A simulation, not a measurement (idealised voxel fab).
The process module that follows is named voxel gate over fins.
The figure presents cross-section cut, which has a width of 210 nm and is divided into square cells with an edge length of 5 nm.
Notation: cross-section as square-cell grid; stated in bands, top first, going down; one or more cell rows per band.
Heads up on the band format: heights come first, top then bottom, in nm. After that it's the materials left to right, each with its width in nm. A single material flagged "everywhere" fills the whole band edge to edge, and "blank" means there's empty space there.
All heights in this document are referenced to 0, defined as the level beneath which the wafer, as received, consists entirely of one material. The lowest band is not bounded below; it extends indefinitely downward and is written in the form "from 0 down".
A two-number width, for instance "30..40", indicates that the width is equal to the first number in the top row of the band and to the second number in the bottom row, and that it changes by a constant amount per row of cells.
No cell of the cross-section changed in a step that is given as "nothing different".
What "Catalogued sealed voids" gives you is every empty space of 8 cells or more that is cut off from the top. Each appears as width x height at distance, with the distance taken from the left edge and width, height and distance all in nm.
Heads up: the bit after the settings on a step's line is the simulator's remark on that step.
overlay nm: where the mask lay relative to plan, measured to the right, on steps with a mask; negatives go left.

-- List of planned process steps
1: RECEIVE, material Si
2: CONFORMAL_DEP, material SiN, thk nm 10
3: MASKED_ETCH, tone cover, mask id FINS, width nm 15, pitch nm 35, etch materials SiN, depth nm 10, overlay nm 0
4: MASKED_ETCH, tone cover, mask id FINS, width nm 15, pitch nm 35, etch materials Si, depth nm 40, overlay nm 0
5: OXIDIZE, depth nm 5
6: FILL_DEP, material SiO2, thk nm 10
7: CMP, height nm 10
8: SELECTIVE_ETCH, etch materials SiO2, depth nm 20
9: STRIP, etch materials SiN
10: CONFORMAL_DEP, material HfO2, thk nm 5
11: CONFORMAL_DEP, material TiN, thk nm 5
12: FILL_DEP, material W, thk nm 10
13: CMP, height nm 15
14: CONFORMAL_DEP, material SiCN, thk nm 10

-- Received-state cross-section, reflecting completion of step 1
> from 0 down = Si everywhere
> Catalogued sealed voids: none

-- The plan above was carried out on the starting structure above with one mistake, and this cross-section shows the wafer at the end of the module
> from 30 to 15 = SiCN everywhere
> from 15 to 10 = W everywhere
> from 10 to 5 = 75 nm W; 25 nm TiN; 10 nm W; 25 nm TiN; 75 nm W
> from 5 to 0 = 75 nm W; 5 nm TiN; 15 nm HfO2; 5 nm TiN; 10 nm W; 5 nm TiN; 15 nm HfO2; 5 nm TiN; 75 nm W
> from 0 to -5 = 80 nm TiN; 5 nm HfO2; 5 nm Si; 5 nm HfO2; 20 nm TiN; 5 nm HfO2; 5 nm Si; 5 nm HfO2; 80 nm TiN
> from -5 to -10 = 85 nm HfO2; 5 nm Si; 30 nm HfO2; 5 nm Si; 85 nm HfO2
> from -10 to -45 = 85 nm SiO2; 5 nm Si; 30 nm SiO2; 5 nm Si; 85 nm SiO2
> from -45 down = Si everywhere
> Catalogued sealed voids: none
What went wrong in running the wafer? contrary to plan, step 14 was performed as CONFORMAL_DEP, material SiCN, thk nm 15
